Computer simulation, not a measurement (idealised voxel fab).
process module | voxel capacitor over wiring
cross-section cut | 280 nm wide | cells 5 nm
A cross-section is a grid of square cells, given in bands from the top down. A band is one or more rows of cells.
Each band's line starts with the height of the band's top and of its bottom, in nm. Then come its materials from left to right, each with its width in nm. One material with "throughout" fills the band from edge to edge. "air" is empty space.
Height 0 is the level under which the wafer as received is all one material. The lowest band goes on downwards, as in "0 down".
A width such as "30 to 40" changes by the same amount from each row of cells to the next, from the band's top row to its bottom row.
"no change" after a step means that no cell of the cross-section changed.
closed voids: empty space of 8 cells or more with no open way to the top, each as width x height at its distance from the left edge, in nm
after a step's settings: what the simulator itself notes on the step
overlay nm, on a step with a mask: how far to the right of its planned place the mask lay; to the left if negative
Each pair below shows a cross-section before one step and the cross-section after it, down to the lowest band that changed. The line under each pair gives the step between them, with its settings. The pairs can come from different runs of this module on the same starting wafer, so a pair continues from the pair above only where its "before" says so.
before
  85 to 80: TiN throughout
  80 to 75: HfO2 throughout
  75 to 65: Ru throughout
  65 to 55: TiN 95 | Ru 15 | TiN 170
  55 to 45: SiO2 95 | TiN 15 | SiO2 170
  45 to 40: SiO2 95 | Ru 15 | SiO2 170
  40 to 35: SiCN 95 | Ru 15 | SiCN 170
  35 to 15: lowk 80 | SiN 5 | W 25 | SiN 5 | lowk 50 | SiN 5 | W 25 | SiN 5 | lowk 80
  15 to 10: SiN 85 | TiN 25 | SiN 60 | TiN 25 | SiN 85
  10 to 0: SiO2 throughout
  0 down: Si throughout
  closed voids: none
after
  100 to 85: aC throughout
  below 85: unchanged
  closed voids: none
the step between: op DIRECTIONAL_DEP | material aC | thk nm 15
before: the cross-section after the pair above
after
  130 to 100: air 95 | resist 65 | air 120
  below 100: unchanged
  closed voids: none
the step between: op PATTERN | tone cover | mask id UPPER_PLATE | material resist | width nm 65 | thk nm 30 | overlay nm 0
before: the cross-section after the pair above
after
  115 to 100: air 95 | resist 65 | air 120
  100 to 85: air 95 | aC 65 | air 120
  below 85: unchanged
  closed voids: none
the step between: op DIRECTIONAL_ETCH | etch materials aC | depth nm 15
before: the cross-section after the pair above
after
  100 to 85: air 95 | aC 65 | air 120
  below 85: unchanged
  closed voids: none
the step between: op STRIP | etch materials resist
before: the cross-section after the pair above
after
  100 to 85: air 95 | aC 65 | air 120
  85 to 80: air 95 | TiN 65 | air 120
  below 80: unchanged
  closed voids: none
the step between: op DIRECTIONAL_ETCH | etch materials TiN | depth nm 5
before: the cross-section after the pair above
after
  100 to 85: air 95 | aC 65 | air 120
  85 to 80: air 95 | TiN 65 | air 120
  80 to 75: air 95 | HfO2 65 | air 120
  below 75: unchanged
  closed voids: none
the step between: op DIRECTIONAL_ETCH | etch materials HfO2 | depth nm 5
before: the cross-section after the pair above
after
  85 to 80: air 95 | TiN 65 | air 120
  below 80: unchanged
  closed voids: none
the step between: op STRIP | etch materials aC
before: the cross-section after the pair above
after
  100 to 90: air 95 | aC 65 | air 120
  90 to 85: aC throughout
  85 to 80: aC 95 | TiN 65 | aC 120
  80 to 75: aC 95 | HfO2 65 | aC 120
  below 75: unchanged
  closed voids: none
the step between: op DIRECTIONAL_DEP | material aC | thk nm 15
before: the cross-section after the pair above
after
  135 to 100: air 90 | resist 75 | air 115
  100 to 90: air 90 | resist 5 | aC 65 | resist 5 | air 115
  below 90: unchanged
  closed voids: none
the step between: op PATTERN | tone cover | mask id LOWER_PLATE | material resist | width nm 75 | thk nm 35 | overlay nm 0
before: the cross-section after the pair above
after
  120 to 100: air 90 | resist 75 | air 115
  100 to 90: air 90 | resist 5 | aC 65 | resist 5 | air 115
  90 to 85: air 90 | aC 75 | air 115
  85 to 80: air 90 | aC 5 | TiN 65 | aC 5 | air 115
  80 to 75: air 90 | aC 5 | HfO2 65 | aC 5 | air 115
  below 75: unchanged
  closed voids: none
the step between: op DIRECTIONAL_ETCH | etch materials aC | depth nm 15
before: the cross-section after the pair above
after
  100 to 90: air 95 | aC 65 | air 120
  below 90: unchanged
  closed voids: none
the step between: op STRIP | etch materials resist
before: the cross-section after the pair above
after
  85 to 80: air 95 | TiN 65 | air 120
  80 to 75: air 95 | HfO2 65 | air 120
  below 75: unchanged
  closed voids: none
the step between: op STRIP | etch materials aC
before: the cross-section after the pair above
after
  100 to 85: SiO2 throughout
  85 to 80: SiO2 95 | TiN 65 | SiO2 120
  80 to 75: SiO2 95 | HfO2 65 | SiO2 120
  below 75: unchanged
  closed voids: none
the step between: op FILL_DEP | material SiO2 | thk nm 15
before: the cross-section after the pair above
after
  85 to 80: SiO2 95 | TiN 65 | SiO2 120
  below 80: unchanged
  closed voids: none
the step between: op CMP | height nm 85
before: the cross-section after the pair above
after
  100 to 85: aC throughout
  below 85: unchanged
  closed voids: none
the step between: op DIRECTIONAL_DEP | material aC | thk nm 15
before: the cross-section after the pair above
after
  135 to 100: resist 105 | air 15 | resist 160
  below 100: unchanged
  closed voids: none
the step between: op PATTERN | tone open | mask id PLUG_2 | material resist | width nm 15 | thk nm 35 | overlay nm 0
before: the cross-section after the pair above
after
  120 to 100: resist 105 | air 15 | resist 160
  100 to 85: aC 105 | air 15 | aC 160
  below 85: unchanged
  closed voids: none
the step between: op DIRECTIONAL_ETCH | etch materials aC | depth nm 15
before: the cross-section after the pair above
after
  100 to 85: aC 105 | air 15 | aC 160
  below 85: unchanged
  closed voids: none
the step between: op STRIP | etch materials resist
before: the cross-section after the pair above
after
  85 to 80: SiO2 95 | TiN 65 | SiO2 120
  below 80: unchanged
  closed voids: none
the step between: op STRIP | etch materials aC
before: the cross-section after the pair above
after
  90 to 85: TiN throughout
  below 85: unchanged
  closed voids: none
the step between: op CONFORMAL_DEP | material TiN | thk nm 5
before: the cross-section after the pair above
after
  95 to 90: Cu throughout
  below 90: unchanged
  closed voids: none
the step between: op FILL_DEP | material Cu | thk nm 5
before: the cross-section after the pair above
after
  85 to 80: SiO2 95 | TiN 65 | SiO2 120
  below 80: unchanged
  closed voids: none
the step between: op CMP | height nm 85
before: the cross-section after the pair above
after
  90 to 85: SiCN throughout
  below 85: unchanged
  closed voids: none
the step between: op CONFORMAL_DEP | material SiCN | thk nm 5
before
  45 to 40: lowk throughout
  40 to 35: lowk 80 | SiN 35 | lowk 50 | SiN 35 | lowk 80
  35 to 15: lowk 80 | SiN 5 | W 25 | SiN 5 | lowk 50 | SiN 5 | W 25 | SiN 5 | lowk 80
  15 to 10: SiN 85 | TiN 25 | SiN 60 | TiN 25 | SiN 85
  10 to 0: SiO2 throughout
  0 down: Si throughout
  closed voids: none
after
  40 to 35: lowk 80 | SiN 35 | lowk 50 | SiN 35 | lowk 80
  below 35: unchanged
  closed voids: none
the step between: op CMP | height nm 40
before: the cross-section after the pair above
after
  45 to 40: SiCN throughout
  below 40: unchanged
  closed voids: none
the step between: op CONFORMAL_DEP | material SiCN | thk nm 5
before: the cross-section after the pair above
after
  60 to 45: SiO2 throughout
  below 45: unchanged
  closed voids: none
the step between: op DIRECTIONAL_DEP | material SiO2 | thk nm 15
before: the cross-section after the pair above
after
  75 to 60: resist 95 | air 15 | resist 170
  below 60: unchanged
  closed voids: none
the step between: op PATTERN | tone open | mask id PLUG_1 | material resist | width nm 15 | thk nm 15 | overlay nm 0
before: the cross-section after the pair above
after
  75 to 60: resist 95 | air 15 | resist 170
  60 to 45: SiO2 95 | air 15 | SiO2 170
  below 45: unchanged
  closed voids: none
the step between: op DIRECTIONAL_ETCH | etch materials SiO2 | depth nm 15
before: the cross-section after the pair above
after
  75 to 60: resist 95 | air 15 | resist 170
  60 to 45: SiO2 95 | air 15 | SiO2 170
  45 to 40: SiCN 95 | air 15 | SiCN 170
  below 40: unchanged
  closed voids: none
the step between: op DIRECTIONAL_ETCH | etch materials SiCN | depth nm 5
before: the cross-section after the pair above
after
  60 to 45: SiO2 95 | air 15 | SiO2 170
  below 45: unchanged
  closed voids: none
the step between: op STRIP | etch materials resist
before: the cross-section after the pair above
after
  70 to 60: TiN 95 | air 15 | TiN 170
  60 to 50: SiO2 95 | air 15 | SiO2 170
  50 to 45: SiO2 95 | TiN 15 | SiO2 170
  45 to 40: SiCN 95 | TiN 15 | SiCN 170
  below 40: unchanged
  closed voids: none
the step between: op DIRECTIONAL_DEP | material TiN | thk nm 10
before: the cross-section after the pair above
after
  75 to 70: HfO2 95 | air 15 | HfO2 170
  70 to 60: TiN 95 | air 15 | TiN 170
  60 to 55: SiO2 95 | air 15 | SiO2 170
  55 to 50: SiO2 95 | HfO2 15 | SiO2 170
  below 50: unchanged
  closed voids: none
the step between: op DIRECTIONAL_DEP | material HfO2 | thk nm 5
before: the cross-section after the pair above
after
  80 to 75: TiN 95 | air 15 | TiN 170
  75 to 70: HfO2 95 | air 15 | HfO2 170
  70 to 60: TiN 95 | air 15 | TiN 170
  60 to 55: SiO2 95 | TiN 15 | SiO2 170
  below 55: unchanged
  closed voids: none
the step between: op DIRECTIONAL_DEP | material TiN | thk nm 5
before: the cross-section after the pair above
after
  95 to 80: aC 95 | air 15 | aC 170
  80 to 75: TiN 95 | air 15 | TiN 170
  75 to 70: HfO2 95 | aC 15 | HfO2 170
  70 to 60: TiN 95 | aC 15 | TiN 170
  below 60: unchanged
  closed voids: none
the step between: op DIRECTIONAL_DEP | material aC | thk nm 15
before: the cross-section after the pair above
after
  125 to 95: air 95 | resist 65 | air 120
  95 to 80: aC 95 | resist 15 | aC 170
  80 to 75: TiN 95 | resist 15 | TiN 170
  below 75: unchanged
  closed voids: none
the step between: op PATTERN | tone cover | mask id UPPER_PLATE | material resist | width nm 65 | thk nm 30 | overlay nm 0
before: the cross-section after the pair above
after
  110 to 95: air 95 | resist 65 | air 120
  95 to 80: air 95 | resist 15 | aC 50 | air 120
  below 80: unchanged
  closed voids: none
the step between: op DIRECTIONAL_ETCH | etch materials aC | depth nm 15
before: the cross-section after the pair above
after
  95 to 80: air 110 | aC 50 | air 120
  80 to 75: TiN 95 | air 15 | TiN 170
  below 75: unchanged
  closed voids: none
the step between: op STRIP | etch materials resist
before: the cross-section after the pair above
after
  95 to 80: air 110 | aC 50 | air 120
  80 to 75: air 110 | TiN 50 | air 120
  below 75: unchanged
  closed voids: none
the step between: op DIRECTIONAL_ETCH | etch materials TiN | depth nm 5
before: the cross-section after the pair above
after
  95 to 80: air 110 | aC 50 | air 120
  80 to 75: air 110 | TiN 50 | air 120
  75 to 70: air 95 | aC 15 | HfO2 50 | air 120
  below 70: unchanged
  closed voids: none
the step between: op DIRECTIONAL_ETCH | etch materials HfO2 | depth nm 5
before: the cross-section after the pair above
after
  80 to 75: air 110 | TiN 50 | air 120
  75 to 70: air 110 | HfO2 50 | air 120
  70 to 60: TiN 95 | air 15 | TiN 170
  below 60: unchanged
  closed voids: none
the step between: op STRIP | etch materials aC
before: the cross-section after the pair above
after
  95 to 85: air 110 | aC 50 | air 120
  85 to 80: aC 95 | air 15 | aC 170
  80 to 75: aC 95 | air 15 | TiN 50 | aC 120
  75 to 70: aC 110 | HfO2 50 | aC 120
  70 to 60: TiN 95 | aC 15 | TiN 170
  below 60: unchanged
  closed voids: none
the step between: op DIRECTIONAL_DEP | material aC | thk nm 15
before: the cross-section after the pair above
after
  130 to 95: air 90 | resist 75 | air 115
  95 to 85: air 90 | resist 20 | aC 50 | resist 5 | air 115
  85 to 80: aC 95 | resist 15 | aC 170
  80 to 75: aC 95 | resist 15 | TiN 50 | aC 120
  below 75: unchanged
  closed voids: none
the step between: op PATTERN | tone cover | mask id LOWER_PLATE | material resist | width nm 75 | thk nm 35 | overlay nm 0
before: the cross-section after the pair above
after
  115 to 95: air 90 | resist 75 | air 115
  95 to 85: air 90 | resist 20 | aC 50 | resist 5 | air 115
  85 to 80: air 90 | aC 5 | resist 15 | aC 55 | air 115
  80 to 75: air 90 | aC 5 | resist 15 | TiN 50 | aC 5 | air 115
  75 to 70: air 90 | aC 20 | HfO2 50 | aC 5 | air 115
  below 70: unchanged
  closed voids: none
the step between: op DIRECTIONAL_ETCH | etch materials aC | depth nm 15
before: the cross-section after the pair above
after
  95 to 85: air 110 | aC 50 | air 120
  85 to 80: air 90 | aC 5 | air 15 | aC 55 | air 115
  80 to 75: air 90 | aC 5 | air 15 | TiN 50 | aC 5 | air 115
  below 75: unchanged
  closed voids: none
the step between: op STRIP | etch materials resist
before: the cross-section after the pair above
after
  95 to 85: air 110 | aC 50 | air 120
  85 to 80: air 90 | aC 5 | air 15 | aC 55 | air 115
  80 to 75: air 90 | aC 5 | air 15 | TiN 50 | aC 5 | air 115
  75 to 70: air 90 | aC 20 | HfO2 50 | aC 5 | air 115
  70 to 60: air 90 | TiN 5 | aC 15 | TiN 55 | air 115
  below 60: unchanged
  closed voids: none
the step between: op DIRECTIONAL_ETCH | etch materials TiN | depth nm 10
before: the cross-section after the pair above
after
  80 to 75: air 110 | TiN 50 | air 120
  75 to 70: air 110 | HfO2 50 | air 120
  70 to 60: air 90 | TiN 5 | air 15 | TiN 55 | air 115
  below 60: unchanged
  closed voids: none
the step between: op STRIP | etch materials aC
before: the cross-section after the pair above
after
  95 to 80: SiO2 throughout
  80 to 75: SiO2 110 | TiN 50 | SiO2 120
  75 to 70: SiO2 110 | HfO2 50 | SiO2 120
  70 to 60: SiO2 90 | TiN 5 | SiO2 15 | TiN 55 | SiO2 115
  below 60: unchanged
  closed voids: none
the step between: op FILL_DEP | material SiO2 | thk nm 15
before: the cross-section after the pair above
after
  85 to 80: SiO2 throughout
  below 80: unchanged
  closed voids: none
the step between: op CMP | height nm 85
before: the cross-section after the pair above
after
  100 to 85: aC throughout
  below 85: unchanged
  closed voids: none
the step between: op DIRECTIONAL_DEP | material aC | thk nm 15
before: the cross-section after the pair above
after
  135 to 100: resist 105 | air 15 | resist 160
  below 100: unchanged
  closed voids: none
the step between: op PATTERN | tone open | mask id PLUG_2 | material resist | width nm 15 | thk nm 35 | overlay nm 0
before: the cross-section after the pair above
after
  120 to 100: resist 105 | air 15 | resist 160
  100 to 85: aC 105 | air 15 | aC 160
  below 85: unchanged
  closed voids: none
the step between: op DIRECTIONAL_ETCH | etch materials aC | depth nm 15
before: the cross-section after the pair above
after
  100 to 85: aC 105 | air 15 | aC 160
  below 85: unchanged
  closed voids: none
the step between: op STRIP | etch materials resist
before: the cross-section after the pair above
after
  100 to 85: aC 105 | air 15 | aC 160
  85 to 80: SiO2 105 | air 15 | SiO2 160
  80 to 75: SiO2 105 | air 5 | TiN 50 | SiO2 120
  below 75: unchanged
  closed voids: none
the step between: op DIRECTIONAL_ETCH | etch materials SiO2 | depth nm 10
before: the cross-section after the pair above
after
  85 to 80: SiO2 105 | air 15 | SiO2 160
  below 80: unchanged
  closed voids: none
the step between: op STRIP | etch materials aC
before: the cross-section after the pair above
after
  90 to 85: TiN 110 | air 5 | TiN 165
  85 to 75: SiO2 105 | TiN 15 to 55 | SiO2 160 to 120
  below 75: unchanged
  closed voids: none
the step between: op CONFORMAL_DEP | material TiN | thk nm 5
before: the cross-section after the pair above
after
  95 to 90: Cu throughout
  90 to 85: TiN 110 | Cu 5 | TiN 165
  below 85: unchanged
  closed voids: none
the step between: op FILL_DEP | material Cu | thk nm 5
before: the cross-section after the pair above
after
  85 to 75: SiO2 105 | TiN 15 to 55 | SiO2 160 to 120
  below 75: unchanged
  closed voids: none
the step between: op CMP | height nm 85
before: the cross-section after the pair above
after
  90 to 85: SiCN throughout
  below 85: unchanged
  closed voids: none
the step between: op CONFORMAL_DEP | material SiCN | thk nm 5
before
  35 to 15: W throughout
  15 to 10: TiN throughout
  10 to 0: SiO2 throughout
  0 down: Si throughout
  closed voids: none
after
  35 to 15: air 90 | W 15 | air 70 | W 15 | air 90
  below 15: unchanged
  closed voids: none
the step between: op MASKED_ETCH | tone cover | mask id METAL_1 | width nm 15 | pitch nm 85 | etch materials W | depth nm 20 | overlay nm 0
before: the cross-section after the pair above
after
  35 to 15: air 90 | W 15 | air 70 | W 15 | air 90
  15 to 10: air 85 | TiN 25 | air 60 | TiN 25 | air 85
  below 10: unchanged
  closed voids: none
the step between: op MASKED_ETCH | tone cover | mask id METAL_1 | width nm 25 | pitch nm 85 | etch materials TiN | depth nm 5 | overlay nm 0
before: the cross-section after the pair above
after
  40 to 35: air 85 | SiN 25 | air 60 | SiN 25 | air 85
  35 to 20: air 85 | SiN 5 | W 15 | SiN 5 | air 60 | SiN 5 | W 15 | SiN 5 | air 85
  20 to 15: air 80 | SiN 10 | W 15 | SiN 10 | air 50 | SiN 10 | W 15 | SiN 10 | air 80
  15 to 10: SiN 85 | TiN 25 | SiN 60 | TiN 25 | SiN 85
  below 10: unchanged
  closed voids: none
the step between: op CONFORMAL_DEP | material SiN | thk nm 5
before: the cross-section after the pair above
after
  45 to 40: lowk throughout
  40 to 35: lowk 85 | SiN 25 | lowk 60 | SiN 25 | lowk 85
  35 to 20: lowk 85 | SiN 5 | W 15 | SiN 5 | lowk 60 | SiN 5 | W 15 | SiN 5 | lowk 85
  20 to 15: lowk 80 | SiN 10 | W 15 | SiN 10 | lowk 50 | SiN 10 | W 15 | SiN 10 | lowk 80
  below 15: unchanged
  closed voids: none
the step between: op FILL_DEP | material lowk | thk nm 5
before: the cross-section after the pair above
after
  35 to 20: lowk 85 | SiN 5 | W 15 | SiN 5 | lowk 60 | SiN 5 | W 15 | SiN 5 | lowk 85
  below 20: unchanged
  closed voids: none
the step between: op CMP | height nm 35
before: the cross-section after the pair above
after
  40 to 35: SiCN throughout
  below 35: unchanged
  closed voids: none
the step between: op CONFORMAL_DEP | material SiCN | thk nm 5
before: the cross-section after the pair above
after
  55 to 40: SiO2 throughout
  below 40: unchanged
  closed voids: none
the step between: op DIRECTIONAL_DEP | material SiO2 | thk nm 15
before: the cross-section after the pair above
after
  70 to 55: resist 95 | air 15 | resist 170
  below 55: unchanged
  closed voids: none
the step between: op PATTERN | tone open | mask id PLUG_1 | material resist | width nm 15 | thk nm 15 | overlay nm 0
before: the cross-section after the pair above
after
  70 to 55: resist 95 | air 15 | resist 170
  55 to 40: SiO2 95 | air 15 | SiO2 170
  below 40: unchanged
  closed voids: none
the step between: op DIRECTIONAL_ETCH | etch materials SiO2 | depth nm 15
before: the cross-section after the pair above
after
  70 to 55: resist 95 | air 15 | resist 170
  55 to 40: SiO2 95 | air 15 | SiO2 170
  40 to 35: SiCN 95 | air 15 | SiCN 170
  below 35: unchanged
  closed voids: none
the step between: op DIRECTIONAL_ETCH | etch materials SiCN | depth nm 5
before: the cross-section after the pair above
after
  55 to 40: SiO2 95 | air 15 | SiO2 170
  below 40: unchanged
  closed voids: none
the step between: op STRIP | etch materials resist
before: the cross-section after the pair above
after
  55 to 45: SiO2 95 | air 15 | SiO2 170
  45 to 40: SiO2 95 | Ru 15 | SiO2 170
  40 to 35: SiCN 95 | Ru 15 | SiCN 170
  below 35: unchanged
  closed voids: none
the step between: op EPI | material Ru | thk nm 10
before: the cross-section after the pair above
after
  55 to 40: SiO2 95 | Ru 15 | SiO2 170
  below 40: unchanged
  closed voids: none
the step between: op EPI | material Ru | thk nm 10
before: the cross-section after the pair above
after
  65 to 55: TiN throughout
  below 55: unchanged
  closed voids: none
the step between: op DIRECTIONAL_DEP | material TiN | thk nm 10
before: the cross-section after the pair above
after
  70 to 65: HfO2 throughout
  below 65: unchanged
  closed voids: none
the step between: op DIRECTIONAL_DEP | material HfO2 | thk nm 5
before: the cross-section after the pair above
after
  75 to 70: TiN throughout
  below 70: unchanged
  closed voids: none
the step between: op DIRECTIONAL_DEP | material TiN | thk nm 5
before: the cross-section after the pair above
after
  90 to 75: aC throughout
  below 75: unchanged
  closed voids: none
the step between: op DIRECTIONAL_DEP | material aC | thk nm 15
before: the cross-section after the pair above
after
  120 to 90: air 95 | resist 65 | air 120
  below 90: unchanged
  closed voids: none
the step between: op PATTERN | tone cover | mask id UPPER_PLATE | material resist | width nm 65 | thk nm 30 | overlay nm 0
before: the cross-section after the pair above
after
  105 to 90: air 95 | resist 65 | air 120
  90 to 75: air 95 | aC 65 | air 120
  below 75: unchanged
  closed voids: none
the step between: op DIRECTIONAL_ETCH | etch materials aC | depth nm 15
before: the cross-section after the pair above
after
  90 to 75: air 95 | aC 65 | air 120
  below 75: unchanged
  closed voids: none
the step between: op STRIP | etch materials resist
before: the cross-section after the pair above
after
  90 to 75: air 95 | aC 65 | air 120
  75 to 70: air 95 | TiN 65 | air 120
  below 70: unchanged
  closed voids: none
the step between: op DIRECTIONAL_ETCH | etch materials TiN | depth nm 5
before: the cross-section after the pair above
after
  90 to 75: air 95 | aC 65 | air 120
  75 to 70: air 95 | TiN 65 | air 120
  70 to 65: air 95 | HfO2 65 | air 120
  below 65: unchanged
  closed voids: none
the step between: op DIRECTIONAL_ETCH | etch materials HfO2 | depth nm 5
before: the cross-section after the pair above
after
  75 to 70: air 95 | TiN 65 | air 120
  below 70: unchanged
  closed voids: none
the step between: op STRIP | etch materials aC
before: the cross-section after the pair above
after
  90 to 80: air 95 | aC 65 | air 120
  80 to 75: aC throughout
  75 to 70: aC 95 | TiN 65 | aC 120
  70 to 65: aC 95 | HfO2 65 | aC 120
  below 65: unchanged
  closed voids: none
the step between: op DIRECTIONAL_DEP | material aC | thk nm 15
before: the cross-section after the pair above
after
  125 to 90: air 90 | resist 75 | air 115
  90 to 80: air 90 | resist 5 | aC 65 | resist 5 | air 115
  below 80: unchanged
  closed voids: none
the step between: op PATTERN | tone cover | mask id LOWER_PLATE | material resist | width nm 75 | thk nm 35 | overlay nm 0
before: the cross-section after the pair above
after
  110 to 90: air 90 | resist 75 | air 115
  90 to 80: air 90 | resist 5 | aC 65 | resist 5 | air 115
  80 to 75: air 90 | aC 75 | air 115
  75 to 70: air 90 | aC 5 | TiN 65 | aC 5 | air 115
  70 to 65: air 90 | aC 5 | HfO2 65 | aC 5 | air 115
  below 65: unchanged
  closed voids: none
the step between: op DIRECTIONAL_ETCH | etch materials aC | depth nm 15
before: the cross-section after the pair above
after
  90 to 80: air 95 | aC 65 | air 120
  below 80: unchanged
  closed voids: none
the step between: op STRIP | etch materials resist
before: the cross-section after the pair above
after
  90 to 80: air 95 | aC 65 | air 120
  80 to 75: air 90 | aC 75 | air 115
  75 to 70: air 90 | aC 5 | TiN 65 | aC 5 | air 115
  70 to 65: air 90 | aC 5 | HfO2 65 | aC 5 | air 115
  65 to 55: air 90 | TiN 75 | air 115
  below 55: unchanged
  closed voids: none
the step between: op DIRECTIONAL_ETCH | etch materials TiN | depth nm 10
before: the cross-section after the pair above
after
  75 to 70: air 95 | TiN 65 | air 120
  70 to 65: air 95 | HfO2 65 | air 120
  below 65: unchanged
  closed voids: none
the step between: op STRIP | etch materials aC
before: the cross-section after the pair above
after
  90 to 75: SiO2 throughout
  75 to 70: SiO2 95 | TiN 65 | SiO2 120
  70 to 65: SiO2 95 | HfO2 65 | SiO2 120
  65 to 55: SiO2 90 | TiN 75 | SiO2 115
  below 55: unchanged
  closed voids: none
the step between: op FILL_DEP | material SiO2 | thk nm 15
before: the cross-section after the pair above
after
  85 to 75: SiO2 throughout
  below 75: unchanged
  closed voids: none
the step between: op CMP | height nm 85
before: the cross-section after the pair above
after
  100 to 85: aC throughout
  below 85: unchanged
  closed voids: none
the step between: op DIRECTIONAL_DEP | material aC | thk nm 15
before: the cross-section after the pair above
after
  135 to 100: resist 105 | air 15 | resist 160
  below 100: unchanged
  closed voids: none
the step between: op PATTERN | tone open | mask id PLUG_2 | material resist | width nm 15 | thk nm 35 | overlay nm 0
before: the cross-section after the pair above
after
  120 to 100: resist 105 | air 15 | resist 160
  100 to 85: aC 105 | air 15 | aC 160
  below 85: unchanged
  closed voids: none
the step between: op DIRECTIONAL_ETCH | etch materials aC | depth nm 15
before: the cross-section after the pair above
after
  100 to 85: aC 105 | air 15 | aC 160
  below 85: unchanged
  closed voids: none
the step between: op STRIP | etch materials resist
before: the cross-section after the pair above
after
  100 to 85: aC 105 | air 15 | aC 160
  85 to 75: SiO2 105 | air 15 | SiO2 160
  below 75: unchanged
  closed voids: none
the step between: op DIRECTIONAL_ETCH | etch materials SiO2 | depth nm 10
before: the cross-section after the pair above
after
  85 to 75: SiO2 105 | air 15 | SiO2 160
  below 75: unchanged
  closed voids: none
the step between: op STRIP | etch materials aC
before: the cross-section after the pair above
after
  90 to 85: TiN 110 | air 5 | TiN 165
  85 to 80: SiO2 105 | TiN 5 | air 5 | TiN 5 | SiO2 160
  80 to 70: SiO2 105 to 95 | TiN 15 to 65 | SiO2 160 to 120
  below 70: unchanged
  closed voids: none
the step between: op CONFORMAL_DEP | material TiN | thk nm 5
before: the cross-section after the pair above
after
  95 to 90: Cu throughout
  90 to 85: TiN 110 | Cu 5 | TiN 165
  85 to 80: SiO2 105 | TiN 5 | Cu 5 | TiN 5 | SiO2 160
  below 80: unchanged
  closed voids: none
the step between: op FILL_DEP | material Cu | thk nm 5
before: the cross-section after the pair above
after
  85 to 80: SiO2 105 | TiN 5 | Cu 5 | TiN 5 | SiO2 160
  below 80: unchanged
  closed voids: none
the step between: op CMP | height nm 85
before: the cross-section after the pair above
after
  90 to 85: SiCN throughout
  below 85: unchanged
  closed voids: none
the step between: op CONFORMAL_DEP | material SiCN | thk nm 5
before
  55 to 40: SiO2 throughout
  40 to 35: SiCN throughout
  35 to 15: lowk 80 | SiN 5 | W 25 | SiN 5 | lowk 50 | SiN 5 | W 25 | SiN 5 | lowk 80
  15 to 10: SiN 85 | TiN 25 | SiN 60 | TiN 25 | SiN 85
  10 to 0: SiO2 throughout
  0 down: Si throughout
  closed voids: none
after
  70 to 55: resist 85 | air 15 | resist 180
  below 55: unchanged
  closed voids: none
the step between: op PATTERN | tone open | mask id PLUG_1 | material resist | width nm 15 | thk nm 15 | overlay nm -10
before: the cross-section after the pair above
after
  70 to 55: resist 85 | air 15 | resist 180
  55 to 40: SiO2 85 | air 15 | SiO2 180
  below 40: unchanged
  closed voids: none
the step between: op DIRECTIONAL_ETCH | etch materials SiO2 | depth nm 15
before: the cross-section after the pair above
after
  70 to 55: resist 85 | air 15 | resist 180
  55 to 40: SiO2 85 | air 15 | SiO2 180
  40 to 35: SiCN 85 | air 15 | SiCN 180
  below 35: unchanged
  closed voids: none
the step between: op DIRECTIONAL_ETCH | etch materials SiCN | depth nm 5
before: the cross-section after the pair above
after
  55 to 40: SiO2 85 | air 15 | SiO2 180
  below 40: unchanged
  closed voids: none
the step between: op STRIP | etch materials resist
before: the cross-section after the pair above
after
  55 to 45: SiO2 85 | air 15 | SiO2 180
  45 to 40: SiO2 85 | Ru 15 | SiO2 180
  40 to 35: SiCN 85 | Ru 15 | SiCN 180
  below 35: unchanged
  closed voids: none
the step between: op EPI | material Ru | thk nm 10
before: the cross-section after the pair above
after
  55 to 40: SiO2 85 | Ru 15 | SiO2 180
  below 40: unchanged
  closed voids: none
the step between: op EPI | material Ru | thk nm 10
before: the cross-section after the pair above
after
  65 to 55: TiN throughout
  below 55: unchanged
  closed voids: none
the step between: op DIRECTIONAL_DEP | material TiN | thk nm 10
before: the cross-section after the pair above
after
  70 to 65: HfO2 throughout
  below 65: unchanged
  closed voids: none
the step between: op DIRECTIONAL_DEP | material HfO2 | thk nm 5
before: the cross-section after the pair above
after
  75 to 70: TiN throughout
  below 70: unchanged
  closed voids: none
the step between: op DIRECTIONAL_DEP | material TiN | thk nm 5
before: the cross-section after the pair above
after
  90 to 75: aC throughout
  below 75: unchanged
  closed voids: none
the step between: op DIRECTIONAL_DEP | material aC | thk nm 15
before: the cross-section after the pair above
after
  120 to 90: air 95 | resist 65 | air 120
  below 90: unchanged
  closed voids: none
the step between: op PATTERN | tone cover | mask id UPPER_PLATE | material resist | width nm 65 | thk nm 30 | overlay nm 0
before: the cross-section after the pair above
after
  105 to 90: air 95 | resist 65 | air 120
  90 to 75: air 95 | aC 65 | air 120
  below 75: unchanged
  closed voids: none
the step between: op DIRECTIONAL_ETCH | etch materials aC | depth nm 15
before: the cross-section after the pair above
after
  90 to 75: air 95 | aC 65 | air 120
  below 75: unchanged
  closed voids: none
the step between: op STRIP | etch materials resist
before: the cross-section after the pair above
after
  90 to 75: air 95 | aC 65 | air 120
  75 to 70: air 95 | TiN 65 | air 120
  below 70: unchanged
  closed voids: none
the step between: op DIRECTIONAL_ETCH | etch materials TiN | depth nm 5
before: the cross-section after the pair above
after
  90 to 75: air 95 | aC 65 | air 120
  75 to 70: air 95 | TiN 65 | air 120
  70 to 65: air 95 | HfO2 65 | air 120
  below 65: unchanged
  closed voids: none
the step between: op DIRECTIONAL_ETCH | etch materials HfO2 | depth nm 5
before: the cross-section after the pair above
after
  75 to 70: air 95 | TiN 65 | air 120
  below 70: unchanged
  closed voids: none
the step between: op STRIP | etch materials aC
before: the cross-section after the pair above
after
  90 to 80: air 95 | aC 65 | air 120
  80 to 75: aC throughout
  75 to 70: aC 95 | TiN 65 | aC 120
  70 to 65: aC 95 | HfO2 65 | aC 120
  below 65: unchanged
  closed voids: none
the step between: op DIRECTIONAL_DEP | material aC | thk nm 15
before: the cross-section after the pair above
after
  125 to 90: air 90 | resist 75 | air 115
  90 to 80: air 90 | resist 5 | aC 65 | resist 5 | air 115
  below 80: unchanged
  closed voids: none
the step between: op PATTERN | tone cover | mask id LOWER_PLATE | material resist | width nm 75 | thk nm 35 | overlay nm 0
before: the cross-section after the pair above
after
  110 to 90: air 90 | resist 75 | air 115
  90 to 80: air 90 | resist 5 | aC 65 | resist 5 | air 115
  80 to 75: air 90 | aC 75 | air 115
  75 to 70: air 90 | aC 5 | TiN 65 | aC 5 | air 115
  70 to 65: air 90 | aC 5 | HfO2 65 | aC 5 | air 115
  below 65: unchanged
  closed voids: none
the step between: op DIRECTIONAL_ETCH | etch materials aC | depth nm 15
before: the cross-section after the pair above
after
  90 to 80: air 95 | aC 65 | air 120
  below 80: unchanged
  closed voids: none
the step between: op STRIP | etch materials resist
before: the cross-section after the pair above
after
  90 to 80: air 95 | aC 65 | air 120
  80 to 75: air 90 | aC 75 | air 115
  75 to 70: air 90 | aC 5 | TiN 65 | aC 5 | air 115
  70 to 65: air 90 | aC 5 | HfO2 65 | aC 5 | air 115
  65 to 55: air 90 | TiN 75 | air 115
  below 55: unchanged
  closed voids: none
the step between: op DIRECTIONAL_ETCH | etch materials TiN | depth nm 10
